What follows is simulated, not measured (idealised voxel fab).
Process module name: voxel self aligned contacts
Each square cell in cross-section cut measures 5 nm, and the section as a whole is 185 nm wide.
Throughout this document, each cross-section is represented as a grid of square cells and is presented as a sequence of bands enumerated from the top downward, where a band comprises one or more rows of cells.
First you get the band's top height and its bottom height, in nm, and then the materials it's made of, left to right, with each width in nm. If you see a single material with "all across", that one covers the band edge to edge. "empty" is empty space.
Heights are expressed relative to 0, this being the level below which the as-received wafer comprises one material exclusively. The lowest band is unbounded in the downward direction and is denoted as in "0 -> down".
You'd read "30->40" like this: the band's top row of cells is as wide as the first number, its bottom row is as wide as the second, and going down, every row changes width by the same amount as the row before did.
"nothing got changed", as given for a step, is the statement that not any cell of the cross-section underwent a change during that step.
Entry "Closed internal voids". Content: empty spaces with no open connection to the top, size 8 cells or greater. Each: width x height at distance. Distance: from left edge. Unit: nm.
Formally, on a step line, whatever follows the settings is a remark that the simulator itself makes on the step.
"overlay nm" denotes, for a step that has a mask, the displacement of the mask to the right of its planned place, with negative values corresponding to the left.
Read the rest as pairs. Take the cross-section before one process step, then the cross-section after it, which shows only down to the lowest band that changed. Under the pair, find the step between them and its settings. Bear in mind that pairs may come from different runs of this module on the same starting wafer: link a pair to the pair above it only where its entry headed "Prior to step" says to.
Prior to step
- 0 -> down = Si all across
- Closed internal voids: none
Post-Step Cross-Section
- 0 -> -5 = SiO2 all across
- Everything below -5 is unchanged.
- Closed internal voids: none
Step linking the sections shown: OXIDIZE | depth nm 5
Prior to step: it's just the after picture from the pair right above this one.
Post-Step Cross-Section
- 25 -> 0 = polySi all across
- Everything below 0 is unchanged.
- Closed internal voids: none
Step linking the sections shown: DIRECTIONAL_DEP | material polySi | thk nm 25
Prior to step: it's just the after picture from the pair right above this one.
Post-Step Cross-Section
- 45 -> 25 = SiN all across
- Everything below 25 is unchanged.
- Closed internal voids: none
Step linking the sections shown: DIRECTIONAL_DEP | material SiN | thk nm 20
Prior to step: it's just the after picture from the pair right above this one.
Post-Step Cross-Section
- 45 -> 25 = 35 empty; 35 SiN; 45 empty; 35 SiN; 35 empty
- Everything below 25 is unchanged.
- Closed internal voids: none
Step linking the sections shown: MASKED_ETCH | tone cover | mask id GATE | width nm 35 | pitch nm 80 | etch materials SiN | depth nm 20 | overlay nm 0
Prior to step: it's just the after picture from the pair right above this one.
Post-Step Cross-Section
- 45 -> 25 = 35 empty; 35 SiN; 45 empty; 35 SiN; 35 empty
- 25 -> 0 = 35 empty; 35 polySi; 45 empty; 35 polySi; 35 empty
- Everything below 0 is unchanged.
- Closed internal voids: none
Step linking the sections shown: MASKED_ETCH | tone cover | mask id GATE | width nm 35 | pitch nm 80 | etch materials polySi | depth nm 25 | overlay nm 0
Prior to step: it's just the after picture from the pair right above this one.
Post-Step Cross-Section
- 55 -> 25 = 25 empty; 55 SiN; 25 empty; 55 SiN; 25 empty
- 25 -> 10 = 25 empty; 10 SiN; 35 polySi; 10 SiN; 25 empty; 10 SiN; 35 polySi; 10 SiN; 25 empty
- 10 -> 0 = 35 SiN; 35 polySi; 45 SiN; 35 polySi; 35 SiN
- Everything below 0 is unchanged.
- Closed internal voids: none
Step linking the sections shown: CONFORMAL_DEP | material SiN | thk nm 10
Prior to step: it's just the after picture from the pair right above this one.
Post-Step Cross-Section
- 45 -> 25 = 25 empty; 55 SiN; 25 empty; 55 SiN; 25 empty
- 25 -> 0 = 25 empty; 10 SiN; 35 polySi; 10 SiN; 25 empty; 10 SiN; 35 polySi; 10 SiN; 25 empty
- Everything below 0 is unchanged.
- Closed internal voids: none
Step linking the sections shown: DIRECTIONAL_ETCH | etch materials SiN | depth nm 10
Prior to step: it's just the after picture from the pair right above this one.
Post-Step Cross-Section
- 65 -> 45 = SiO2 all across
- 45 -> 25 = 25 SiO2; 55 SiN; 25 SiO2; 55 SiN; 25 SiO2
- 25 -> 0 = 25 SiO2; 10 SiN; 35 polySi; 10 SiN; 25 SiO2; 10 SiN; 35 polySi; 10 SiN; 25 SiO2
- Everything below 0 is unchanged.
- Closed internal voids: none
Step linking the sections shown: FILL_DEP | material SiO2 | thk nm 20
Prior to step: it's just the after picture from the pair right above this one.
Post-Step Cross-Section
- 55 -> 45 = SiO2 all across
- Everything below 45 is unchanged.
- Closed internal voids: none
Step linking the sections shown: CMP | height nm 55
Prior to step: it's just the after picture from the pair right above this one.
Post-Step Cross-Section
- 70 -> 55 = 65 resist; 55 empty; 65 resist
- Everything below 55 is unchanged.
- Closed internal voids: none
Step linking the sections shown: PATTERN | tone open | mask id CONTACT | material resist | width nm 55 | thk nm 15 | overlay nm 0
Prior to step: it's just the after picture from the pair right above this one.
Post-Step Cross-Section
- 70 -> 55 = 65 resist; 55 empty; 65 resist
- 55 -> 45 = 65 SiO2; 55 empty; 65 SiO2
- 45 -> 25 = 25 SiO2; 55 SiN; 25 empty; 55 SiN; 25 SiO2
- 25 -> 0 = 25 SiO2; 10 SiN; 35 polySi; 10 SiN; 25 empty; 10 SiN; 35 polySi; 10 SiN; 25 SiO2
- 0 -> -5 = 80 SiO2; 25 empty; 80 SiO2
- Everything below -5 is unchanged.
- Closed internal voids: none
Step linking the sections shown: DIRECTIONAL_ETCH | etch materials SiO2 | depth nm 60
Prior to step: it's just the after picture from the pair right above this one.
Post-Step Cross-Section
- 55 -> 45 = 65 SiO2; 55 empty; 65 SiO2
- Everything below 45 is unchanged.
- Closed internal voids: none
Step linking the sections shown: STRIP | etch materials resist
Prior to step: it's just the after picture from the pair right above this one.
Post-Step Cross-Section
- 60 -> 55 = 70 TiN; 45 empty; 70 TiN
- 55 -> 45 = 65 SiO2; 5->20 TiN; 45->15 empty; 5->20 TiN; 65 SiO2
- 45 -> 25 = 25 SiO2; 55 SiN; 5 TiN; 15 empty; 5 TiN; 55 SiN; 25 SiO2
- 25 -> 0 = 25 SiO2; 10 SiN; 35 polySi; 10 SiN; 5 TiN; 15 empty; 5 TiN; 10 SiN; 35 polySi; 10 SiN; 25 SiO2
- 0 -> -5 = 80 SiO2; 25 TiN; 80 SiO2
- Everything below -5 is unchanged.
- Closed internal voids: none
Step linking the sections shown: CONFORMAL_DEP | material TiN | thk nm 5
Prior to step: it's just the after picture from the pair right above this one.
Post-Step Cross-Section
- 70 -> 60 = Ru all across
- 60 -> 55 = 70 TiN; 45 Ru; 70 TiN
- 55 -> 45 = 65 SiO2; 5->20 TiN; 45->15 Ru; 5->20 TiN; 65 SiO2
- 45 -> 25 = 25 SiO2; 55 SiN; 5 TiN; 15 Ru; 5 TiN; 55 SiN; 25 SiO2
- 25 -> 0 = 25 SiO2; 10 SiN; 35 polySi; 10 SiN; 5 TiN; 15 Ru; 5 TiN; 10 SiN; 35 polySi; 10 SiN; 25 SiO2
- Everything below 0 is unchanged.
- Closed internal voids: none
Step linking the sections shown: FILL_DEP | material Ru | thk nm 10
Prior to step: it's just the after picture from the pair right above this one.
Post-Step Cross-Section
- 55 -> 45 = 65 SiO2; 5->20 TiN; 45->15 Ru; 5->20 TiN; 65 SiO2
- Everything below 45 is unchanged.
- Closed internal voids: none
Step linking the sections shown: CMP | height nm 55
Prior to step: it's just the after picture from the pair right above this one.
Post-Step Cross-Section
- 60 -> 55 = SiCN all across
- Everything below 55 is unchanged.
- Closed internal voids: none
Step linking the sections shown: CONFORMAL_DEP | material SiCN | thk nm 5
Prior to step
- 0 -> down = Si all across
- Closed internal voids: none
Post-Step Cross-Section
- 25 -> 0 = polySi all across
- Everything below 0 is unchanged.
- Closed internal voids: none
Step linking the sections shown: DIRECTIONAL_DEP | material polySi | thk nm 25
Prior to step: it's just the after picture from the pair right above this one.
Post-Step Cross-Section
- 45 -> 25 = SiN all across
- Everything below 25 is unchanged.
- Closed internal voids: none
Step linking the sections shown: DIRECTIONAL_DEP | material SiN | thk nm 20
Prior to step: it's just the after picture from the pair right above this one.
Post-Step Cross-Section
- 45 -> 25 = 35 empty; 35 SiN; 45 empty; 35 SiN; 35 empty
- Everything below 25 is unchanged.
- Closed internal voids: none
Step linking the sections shown: MASKED_ETCH | tone cover | mask id GATE | width nm 35 | pitch nm 80 | etch materials SiN | depth nm 20 | overlay nm 0
Prior to step: it's just the after picture from the pair right above this one.
Post-Step Cross-Section
- 45 -> 25 = 35 empty; 35 SiN; 45 empty; 35 SiN; 35 empty
- 25 -> 0 = 35 empty; 35 polySi; 45 empty; 35 polySi; 35 empty
- Everything below 0 is unchanged.
- Closed internal voids: none
Step linking the sections shown: MASKED_ETCH | tone cover | mask id GATE | width nm 35 | pitch nm 80 | etch materials polySi | depth nm 25 | overlay nm 0
Prior to step: it's just the after picture from the pair right above this one.
Post-Step Cross-Section
- 55 -> 25 = 25 empty; 55 SiN; 25 empty; 55 SiN; 25 empty
- 25 -> 10 = 25 empty; 10 SiN; 35 polySi; 10 SiN; 25 empty; 10 SiN; 35 polySi; 10 SiN; 25 empty
- 10 -> 0 = 35 SiN; 35 polySi; 45 SiN; 35 polySi; 35 SiN
- Everything below 0 is unchanged.
- Closed internal voids: none
Step linking the sections shown: CONFORMAL_DEP | material SiN | thk nm 10
Prior to step: it's just the after picture from the pair right above this one.
Post-Step Cross-Section
- 45 -> 25 = 25 empty; 55 SiN; 25 empty; 55 SiN; 25 empty
- 25 -> 0 = 25 empty; 10 SiN; 35 polySi; 10 SiN; 25 empty; 10 SiN; 35 polySi; 10 SiN; 25 empty
- Everything below 0 is unchanged.
- Closed internal voids: none
Step linking the sections shown: DIRECTIONAL_ETCH | etch materials SiN | depth nm 10
Prior to step: it's just the after picture from the pair right above this one.
Post-Step Cross-Section
- 65 -> 45 = SiO2 all across
- 45 -> 25 = 25 SiO2; 55 SiN; 25 SiO2; 55 SiN; 25 SiO2
- 25 -> 0 = 25 SiO2; 10 SiN; 35 polySi; 10 SiN; 25 SiO2; 10 SiN; 35 polySi; 10 SiN; 25 SiO2
- Everything below 0 is unchanged.
- Closed internal voids: none
Step linking the sections shown: FILL_DEP | material SiO2 | thk nm 20
Prior to step: it's just the after picture from the pair right above this one.
Post-Step Cross-Section
- 55 -> 45 = SiO2 all across
- Everything below 45 is unchanged.
- Closed internal voids: none
Step linking the sections shown: CMP | height nm 55
Prior to step: it's just the after picture from the pair right above this one.
Post-Step Cross-Section
- 70 -> 55 = 65 resist; 55 empty; 65 resist
- Everything below 55 is unchanged.
- Closed internal voids: none
Step linking the sections shown: PATTERN | tone open | mask id CONTACT | material resist | width nm 55 | thk nm 15 | overlay nm 0
Prior to step: it's just the after picture from the pair right above this one.
Post-Step Cross-Section
- 70 -> 55 = 65 resist; 55 empty; 65 resist
- 55 -> 45 = 65 SiO2; 55 empty; 65 SiO2
- 45 -> 25 = 25 SiO2; 55 SiN; 25 empty; 55 SiN; 25 SiO2
- 25 -> 0 = 25 SiO2; 10 SiN; 35 polySi; 10 SiN; 25 empty; 10 SiN; 35 polySi; 10 SiN; 25 SiO2
- Everything below 0 is unchanged.
- Closed internal voids: none
Step linking the sections shown: DIRECTIONAL_ETCH | etch materials SiO2 | depth nm 60
Prior to step: it's just the after picture from the pair right above this one.
Post-Step Cross-Section
- 55 -> 45 = 65 SiO2; 55 empty; 65 SiO2
- Everything below 45 is unchanged.
- Closed internal voids: none
Step linking the sections shown: STRIP | etch materials resist
Prior to step: it's just the after picture from the pair right above this one.
Post-Step Cross-Section
- 60 -> 55 = 70 TiN; 45 empty; 70 TiN
- 55 -> 45 = 65 SiO2; 5->20 TiN; 45->15 empty; 5->20 TiN; 65 SiO2
- 45 -> 25 = 25 SiO2; 55 SiN; 5 TiN; 15 empty; 5 TiN; 55 SiN; 25 SiO2
- 25 -> 5 = 25 SiO2; 10 SiN; 35 polySi; 10 SiN; 5 TiN; 15 empty; 5 TiN; 10 SiN; 35 polySi; 10 SiN; 25 SiO2
- 5 -> 0 = 25 SiO2; 10 SiN; 35 polySi; 10 SiN; 25 TiN; 10 SiN; 35 polySi; 10 SiN; 25 SiO2
- Everything below 0 is unchanged.
- Closed internal voids: none
Step linking the sections shown: CONFORMAL_DEP | material TiN | thk nm 5
Prior to step: it's just the after picture from the pair right above this one.
Post-Step Cross-Section
- 70 -> 60 = Ru all across
- 60 -> 55 = 70 TiN; 45 Ru; 70 TiN
- 55 -> 45 = 65 SiO2; 5->20 TiN; 45->15 Ru; 5->20 TiN; 65 SiO2
- 45 -> 25 = 25 SiO2; 55 SiN; 5 TiN; 15 Ru; 5 TiN; 55 SiN; 25 SiO2
- 25 -> 5 = 25 SiO2; 10 SiN; 35 polySi; 10 SiN; 5 TiN; 15 Ru; 5 TiN; 10 SiN; 35 polySi; 10 SiN; 25 SiO2
- Everything below 5 is unchanged.
- Closed internal voids: none
Step linking the sections shown: FILL_DEP | material Ru | thk nm 10
Prior to step: it's just the after picture from the pair right above this one.
Post-Step Cross-Section
- 55 -> 45 = 65 SiO2; 5->20 TiN; 45->15 Ru; 5->20 TiN; 65 SiO2
- Everything below 45 is unchanged.
- Closed internal voids: none
Step linking the sections shown: CMP | height nm 55
Prior to step: it's just the after picture from the pair right above this one.
Post-Step Cross-Section
- 60 -> 55 = SiCN all across
- Everything below 55 is unchanged.
- Closed internal voids: none
Step linking the sections shown: CONFORMAL_DEP | material SiCN | thk nm 5
Prior to step
- 45 -> 25 = SiN all across
- 25 -> 0 = polySi all across
- 0 -> -5 = SiO2 all across
- -5 -> down = Si all across
- Closed internal voids: none
Post-Step Cross-Section
- 65 -> 25 = SiN all across
- Everything below 25 is unchanged.
- Closed internal voids: none
Step linking the sections shown: DIRECTIONAL_DEP | material SiN | thk nm 20
Prior to step: it's just the after picture from the pair right above this one.
Post-Step Cross-Section
- 65 -> 45 = 35 empty; 35 SiN; 45 empty; 35 SiN; 35 empty
- Everything below 45 is unchanged.
- Closed internal voids: none
Step linking the sections shown: MASKED_ETCH | tone cover | mask id GATE | width nm 35 | pitch nm 80 | etch materials SiN | depth nm 20 | overlay nm 0
Prior to step: it's just the after picture from the pair right above this one.
Post-Step Cross-Section
- 75 -> 55 = 25 empty; 55 SiN; 25 empty; 55 SiN; 25 empty
- 55 -> 25 = SiN all across
- Everything below 25 is unchanged.
- Closed internal voids: none
Step linking the sections shown: CONFORMAL_DEP | material SiN | thk nm 10
Prior to step: it's just the after picture from the pair right above this one.
Post-Step Cross-Section
- 65 -> 45 = 25 empty; 55 SiN; 25 empty; 55 SiN; 25 empty
- Everything below 45 is unchanged.
- Closed internal voids: none
Step linking the sections shown: DIRECTIONAL_ETCH | etch materials SiN | depth nm 10
Prior to step: it's just the after picture from the pair right above this one.
Post-Step Cross-Section
- 85 -> 65 = SiO2 all across
- 65 -> 45 = 25 SiO2; 55 SiN; 25 SiO2; 55 SiN; 25 SiO2
- Everything below 45 is unchanged.
- Closed internal voids: none
Step linking the sections shown: FILL_DEP | material SiO2 | thk nm 20
Prior to step: it's just the after picture from the pair right above this one.
Post-Step Cross-Section
- 55 -> 45 = 25 SiO2; 55 SiN; 25 SiO2; 55 SiN; 25 SiO2
- Everything below 45 is unchanged.
- Closed internal voids: none
Step linking the sections shown: CMP | height nm 55
Prior to step: it's just the after picture from the pair right above this one.
Post-Step Cross-Section
- 70 -> 55 = 65 resist; 55 empty; 65 resist
- Everything below 55 is unchanged.
- Closed internal voids: none
Step linking the sections shown: PATTERN | tone open | mask id CONTACT | material resist | width nm 55 | thk nm 15 | overlay nm 0
Prior to step: it's just the after picture from the pair right above this one.
Post-Step Cross-Section
- 70 -> 55 = 65 resist; 55 empty; 65 resist
- 55 -> 45 = 25 SiO2; 55 SiN; 25 empty; 55 SiN; 25 SiO2
- Everything below 45 is unchanged.
- Closed internal voids: none
Step linking the sections shown: DIRECTIONAL_ETCH | etch materials SiO2 | depth nm 60
Prior to step: it's just the after picture from the pair right above this one.
Post-Step Cross-Section
- 55 -> 45 = 25 SiO2; 55 SiN; 25 empty; 55 SiN; 25 SiO2
- Everything below 45 is unchanged.
- Closed internal voids: none
Step linking the sections shown: STRIP | etch materials resist
Prior to step: it's just the after picture from the pair right above this one.
Post-Step Cross-Section
- 60 -> 55 = 85 TiN; 15 empty; 85 TiN
- 55 -> 50 = 25 SiO2; 55 SiN; 5 TiN; 15 empty; 5 TiN; 55 SiN; 25 SiO2
- 50 -> 45 = 25 SiO2; 55 SiN; 25 TiN; 55 SiN; 25 SiO2
- Everything below 45 is unchanged.
- Closed internal voids: none
Step linking the sections shown: CONFORMAL_DEP | material TiN | thk nm 5
Prior to step: it's just the after picture from the pair right above this one.
Post-Step Cross-Section
- 70 -> 60 = Ru all across
- 60 -> 55 = 85 TiN; 15 Ru; 85 TiN
- 55 -> 50 = 25 SiO2; 55 SiN; 5 TiN; 15 Ru; 5 TiN; 55 SiN; 25 SiO2
- Everything below 50 is unchanged.
- Closed internal voids: none
Step linking the sections shown: FILL_DEP | material Ru | thk nm 10
Prior to step: it's just the after picture from the pair right above this one.
Post-Step Cross-Section
- 55 -> 50 = 25 SiO2; 55 SiN; 5 TiN; 15 Ru; 5 TiN; 55 SiN; 25 SiO2
- Everything below 50 is unchanged.
- Closed internal voids: none
Step linking the sections shown: CMP | height nm 55
Prior to step: it's just the after picture from the pair right above this one.
Post-Step Cross-Section
- 60 -> 55 = SiCN all across
- Everything below 55 is unchanged.
- Closed internal voids: none
Step linking the sections shown: CONFORMAL_DEP | material SiCN | thk nm 5
Prior to step
- 25 -> 0 = polySi all across
- 0 -> down = Si all across
- Closed internal voids: none
Post-Step Cross-Section
- 25 -> 20 = SiO2 all across
- Everything below 20 is unchanged.
- Closed internal voids: none
Step linking the sections shown: OXIDIZE | depth nm 5
Prior to step: it's just the after picture from the pair right above this one.
Post-Step Cross-Section
- 45 -> 25 = SiN all across
- Everything below 25 is unchanged.
- Closed internal voids: none
Step linking the sections shown: DIRECTIONAL_DEP | material SiN | thk nm 20
Prior to step: it's just the after picture from the pair right above this one.
Post-Step Cross-Section
- 45 -> 25 = 35 empty; 35 SiN; 45 empty; 35 SiN; 35 empty
- Everything below 25 is unchanged.
- Closed internal voids: none
Step linking the sections shown: MASKED_ETCH | tone cover | mask id GATE | width nm 35 | pitch nm 80 | etch materials SiN | depth nm 20 | overlay nm 0
Prior to step: it's just the after picture from the pair right above this one.
Post-Step Cross-Section
- 55 -> 35 = 25 empty; 55 SiN; 25 empty; 55 SiN; 25 empty
- 35 -> 25 = SiN all across
- Everything below 25 is unchanged.
- Closed internal voids: none
Step linking the sections shown: CONFORMAL_DEP | material SiN | thk nm 10
Prior to step: it's just the after picture from the pair right above this one.
Post-Step Cross-Section
- 45 -> 25 = 25 empty; 55 SiN; 25 empty; 55 SiN; 25 empty
- Everything below 25 is unchanged.
- Closed internal voids: none
Step linking the sections shown: DIRECTIONAL_ETCH | etch materials SiN | depth nm 10
Prior to step: it's just the after picture from the pair right above this one.
Post-Step Cross-Section
- 65 -> 45 = SiO2 all across
- 45 -> 25 = 25 SiO2; 55 SiN; 25 SiO2; 55 SiN; 25 SiO2
- Everything below 25 is unchanged.
- Closed internal voids: none
Step linking the sections shown: FILL_DEP | material SiO2 | thk nm 20
Prior to step: it's just the after picture from the pair right above this one.
Post-Step Cross-Section
- 55 -> 45 = SiO2 all across
- Everything below 45 is unchanged.
- Closed internal voids: none
Step linking the sections shown: CMP | height nm 55
Prior to step: it's just the after picture from the pair right above this one.
Post-Step Cross-Section
- 70 -> 55 = 65 resist; 55 empty; 65 resist
- Everything below 55 is unchanged.
- Closed internal voids: none
Step linking the sections shown: PATTERN | tone open | mask id CONTACT | material resist | width nm 55 | thk nm 15 | overlay nm 0
Prior to step: it's just the after picture from the pair right above this one.
Post-Step Cross-Section
- 70 -> 55 = 65 resist; 55 empty; 65 resist
- 55 -> 45 = 65 SiO2; 55 empty; 65 SiO2
- 45 -> 25 = 25 SiO2; 55 SiN; 25 empty; 55 SiN; 25 SiO2
- 25 -> 20 = 80 SiO2; 25 empty; 80 SiO2
- Everything below 20 is unchanged.
- Closed internal voids: none
Step linking the sections shown: DIRECTIONAL_ETCH | etch materials SiO2 | depth nm 60
Prior to step: it's just the after picture from the pair right above this one.
Post-Step Cross-Section
- 55 -> 45 = 65 SiO2; 55 empty; 65 SiO2
- Everything below 45 is unchanged.
- Closed internal voids: none
Step linking the sections shown: STRIP | etch materials resist
Prior to step: it's just the after picture from the pair right above this one.
Post-Step Cross-Section
- 60 -> 55 = 70 TiN; 45 empty; 70 TiN
- 55 -> 45 = 65 SiO2; 5->20 TiN; 45->15 empty; 5->20 TiN; 65 SiO2
- 45 -> 25 = 25 SiO2; 55 SiN; 5 TiN; 15 empty; 5 TiN; 55 SiN; 25 SiO2
- 25 -> 20 = 80 SiO2; 25 TiN; 80 SiO2
- Everything below 20 is unchanged.
- Closed internal voids: none
Step linking the sections shown: CONFORMAL_DEP | material TiN | thk nm 5
Prior to step: it's just the after picture from the pair right above this one.
Post-Step Cross-Section
- 70 -> 60 = Ru all across
- 60 -> 55 = 70 TiN; 45 Ru; 70 TiN
- 55 -> 45 = 65 SiO2; 5->20 TiN; 45->15 Ru; 5->20 TiN; 65 SiO2
- 45 -> 25 = 25 SiO2; 55 SiN; 5 TiN; 15 Ru; 5 TiN; 55 SiN; 25 SiO2
- Everything below 25 is unchanged.
- Closed internal voids: none
Step linking the sections shown: FILL_DEP | material Ru | thk nm 10
Prior to step: it's just the after picture from the pair right above this one.
Post-Step Cross-Section
- 55 -> 45 = 65 SiO2; 5->20 TiN; 45->15 Ru; 5->20 TiN; 65 SiO2
- Everything below 45 is unchanged.
- Closed internal voids: none
Step linking the sections shown: CMP | height nm 55
Prior to step: it's just the after picture from the pair right above this one.
Post-Step Cross-Section
- 60 -> 55 = SiCN all across
- Everything below 55 is unchanged.
- Closed internal voids: none
Step linking the sections shown: CONFORMAL_DEP | material SiCN | thk nm 5
Prior to step
- 55 -> 45 = 65 SiO2; 5->20 TiN; 45->15 Ru; 5->20 TiN; 65 SiO2
- 45 -> 25 = 25 SiO2; 55 SiN; 5 TiN; 15 Ru; 5 TiN; 55 SiN; 25 SiO2
- 25 -> 0 = 25 SiO2; 10 SiN; 35 polySi; 10 SiN; 5 TiN; 15 Ru; 5 TiN; 10 SiN; 35 polySi; 10 SiN; 25 SiO2
- 0 -> -5 = 80 SiO2; 25 TiN; 80 SiO2
- -5 -> down = Si all across
- Closed internal voids: none
Post-Step Cross-Section
- 70 -> 55 = SiCN all across
- Everything below 55 is unchanged.
- Closed internal voids: none
Step linking the sections shown: CONFORMAL_DEP | material SiCN | thk nm 15
Prior to step
- 55 -> 45 = SiO2 all across
- 45 -> 25 = 25 SiO2; 55 SiN; 25 SiO2; 55 SiN; 25 SiO2
- 25 -> 0 = 25 SiO2; 10 SiN; 35 polySi; 10 SiN; 25 SiO2; 10 SiN; 35 polySi; 10 SiN; 25 SiO2
- 0 -> -5 = SiO2 all across
- -5 -> down = Si all across
- Closed internal voids: none
Post-Step Cross-Section
- 70 -> 55 = 65 resist; 60 empty; 60 resist
- Everything below 55 is unchanged.
- Closed internal voids: none
Step linking the sections shown: PATTERN | tone open | mask id CONTACT | material resist | width nm 60 | thk nm 15 | overlay nm 0
Prior to step: it's just the after picture from the pair right above this one.
Post-Step Cross-Section
- 70 -> 55 = 65 resist; 60 empty; 60 resist
- 55 -> 45 = 65 SiO2; 60 empty; 60 SiO2
- 45 -> 25 = 25 SiO2; 55 SiN; 25 empty; 55 SiN; 25 SiO2
- 25 -> 0 = 25 SiO2; 10 SiN; 35 polySi; 10 SiN; 25 empty; 10 SiN; 35 polySi; 10 SiN; 25 SiO2
- 0 -> -5 = 80 SiO2; 25 empty; 80 SiO2
- Everything below -5 is unchanged.
- Closed internal voids: none
Step linking the sections shown: DIRECTIONAL_ETCH | etch materials SiO2 | depth nm 60
Prior to step: it's just the after picture from the pair right above this one.
Post-Step Cross-Section
- 55 -> 45 = 65 SiO2; 60 empty; 60 SiO2
- Everything below 45 is unchanged.
- Closed internal voids: none
Step linking the sections shown: STRIP | etch materials resist
Prior to step: it's just the after picture from the pair right above this one.
Post-Step Cross-Section
- 60 -> 55 = 70 TiN; 50 empty; 65 TiN
- 55 -> 45 = 65 SiO2; 5->20 TiN; 50->15 empty; 5->25 TiN; 60 SiO2
- 45 -> 25 = 25 SiO2; 55 SiN; 5 TiN; 15 empty; 5 TiN; 55 SiN; 25 SiO2
- 25 -> 0 = 25 SiO2; 10 SiN; 35 polySi; 10 SiN; 5 TiN; 15 empty; 5 TiN; 10 SiN; 35 polySi; 10 SiN; 25 SiO2
- 0 -> -5 = 80 SiO2; 25 TiN; 80 SiO2
- Everything below -5 is unchanged.
- Closed internal voids: none
Step linking the sections shown: CONFORMAL_DEP | material TiN | thk nm 5
Prior to step: it's just the after picture from the pair right above this one.
Post-Step Cross-Section
- 70 -> 60 = Ru all across
- 60 -> 55 = 70 TiN; 50 Ru; 65 TiN
- 55 -> 45 = 65 SiO2; 5->20 TiN; 50->15 Ru; 5->25 TiN; 60 SiO2
- 45 -> 25 = 25 SiO2; 55 SiN; 5 TiN; 15 Ru; 5 TiN; 55 SiN; 25 SiO2
- 25 -> 0 = 25 SiO2; 10 SiN; 35 polySi; 10 SiN; 5 TiN; 15 Ru; 5 TiN; 10 SiN; 35 polySi; 10 SiN; 25 SiO2
- Everything below 0 is unchanged.
- Closed internal voids: none
Step linking the sections shown: FILL_DEP | material Ru | thk nm 10
Prior to step: it's just the after picture from the pair right above this one.
Post-Step Cross-Section
- 55 -> 45 = 65 SiO2; 5->20 TiN; 50->15 Ru; 5->25 TiN; 60 SiO2
- Everything below 45 is unchanged.
- Closed internal voids: none
Step linking the sections shown: CMP | height nm 55
Prior to step: it's just the after picture from the pair right above this one.
Post-Step Cross-Section
- 60 -> 55 = SiCN all across
- Everything below 55 is unchanged.
- Closed internal voids: none
Step linking the sections shown: CONFORMAL_DEP | material SiCN | thk nm 5
Prior to step
- 45 -> 25 = 35 empty; 35 SiN; 45 empty; 35 SiN; 35 empty
- 25 -> 0 = polySi all across
- 0 -> -5 = SiO2 all across
- -5 -> down = Si all across
- Closed internal voids: none
Post-Step Cross-Section
- 45 -> 25 = 35 empty; 35 SiN; 45 empty; 35 SiN; 35 empty
- 25 -> 0 = 25 empty; 45 polySi; 35 empty; 45 polySi; 35 empty
- Everything below 0 is unchanged.
- Closed internal voids: none
Step linking the sections shown: MASKED_ETCH | tone cover | mask id GATE | width nm 35 | pitch nm 80 | etch materials polySi | depth nm 25 | overlay nm -10
Prior to step: it's just the after picture from the pair right above this one.
Post-Step Cross-Section
- 55 -> 35 = 25 empty; 55 SiN; 25 empty; 55 SiN; 25 empty
- 35 -> 25 = 15 empty; 65 SiN; 15 empty; 65 SiN; 25 empty
- 25 -> 10 = 15 empty; 10 SiN; 45 polySi; 10 SiN; 15 empty; 10 SiN; 45 polySi; 10 SiN; 25 empty
- 10 -> 0 = 25 SiN; 45 polySi; 35 SiN; 45 polySi; 35 SiN
- Everything below 0 is unchanged.
- Closed internal voids: none
Step linking the sections shown: CONFORMAL_DEP | material SiN | thk nm 10
Prior to step: it's just the after picture from the pair right above this one.
Post-Step Cross-Section
- 45 -> 25 = 25 empty; 55 SiN; 25 empty; 55 SiN; 25 empty
- 25 -> 0 = 15 empty; 10 SiN; 45 polySi; 10 SiN; 15 empty; 10 SiN; 45 polySi; 10 SiN; 25 empty
- Everything below 0 is unchanged.
- Closed internal voids: none
Step linking the sections shown: DIRECTIONAL_ETCH | etch materials SiN | depth nm 10
Prior to step: it's just the after picture from the pair right above this one.
Post-Step Cross-Section
- 65 -> 45 = SiO2 all across
- 45 -> 25 = 25 SiO2; 55 SiN; 25 SiO2; 55 SiN; 25 SiO2
- 25 -> 0 = 15 SiO2; 10 SiN; 45 polySi; 10 SiN; 15 SiO2; 10 SiN; 45 polySi; 10 SiN; 25 SiO2
- Everything below 0 is unchanged.
- Closed internal voids: none
Step linking the sections shown: FILL_DEP | material SiO2 | thk nm 20
Prior to step: it's just the after picture from the pair right above this one.
Post-Step Cross-Section
- 55 -> 45 = SiO2 all across
- Everything below 45 is unchanged.
- Closed internal voids: none
Step linking the sections shown: CMP | height nm 55
Prior to step: it's just the after picture from the pair right above this one.
Post-Step Cross-Section
- 70 -> 55 = 65 resist; 55 empty; 65 resist
- Everything below 55 is unchanged.
- Closed internal voids: none
Step linking the sections shown: PATTERN | tone open | mask id CONTACT | material resist | width nm 55 | thk nm 15 | overlay nm 0
Prior to step: it's just the after picture from the pair right above this one.
Post-Step Cross-Section
- 70 -> 55 = 65 resist; 55 empty; 65 resist
- 55 -> 45 = 65 SiO2; 55 empty; 65 SiO2
- 45 -> 25 = 25 SiO2; 55 SiN; 25 empty; 55 SiN; 25 SiO2
- 25 -> 0 = 15 SiO2; 10 SiN; 45 polySi; 10 SiN; 15 empty; 10 SiN; 45 polySi; 10 SiN; 25 SiO2
- 0 -> -5 = 80 SiO2; 15 empty; 90 SiO2
- Everything below -5 is unchanged.
- Closed internal voids: none
Step linking the sections shown: DIRECTIONAL_ETCH | etch materials SiO2 | depth nm 60
Prior to step: it's just the after picture from the pair right above this one.
Post-Step Cross-Section
- 55 -> 45 = 65 SiO2; 55 empty; 65 SiO2
- Everything below 45 is unchanged.
- Closed internal voids: none
Step linking the sections shown: STRIP | etch materials resist
Prior to step: it's just the after picture from the pair right above this one.
Post-Step Cross-Section
- 60 -> 55 = 70 TiN; 45 empty; 70 TiN
- 55 -> 45 = 65 SiO2; 5->20 TiN; 45->15 empty; 5->20 TiN; 65 SiO2
- 45 -> 30 = 25 SiO2; 55 SiN; 5 TiN; 15 empty; 5 TiN; 55 SiN; 25 SiO2
- 30 -> 25 = 25 SiO2; 55 SiN; 5 TiN; 5 empty; 15 TiN; 55 SiN; 25 SiO2
- 25 -> 0 = 15 SiO2; 10 SiN; 45 polySi; 10 SiN; 5 TiN; 5 empty; 5 TiN; 10 SiN; 45 polySi; 10 SiN; 25 SiO2
- 0 -> -5 = 80 SiO2; 15 TiN; 90 SiO2
- Everything below -5 is unchanged.
- Closed internal voids: none
Step linking the sections shown: CONFORMAL_DEP | material TiN | thk nm 5
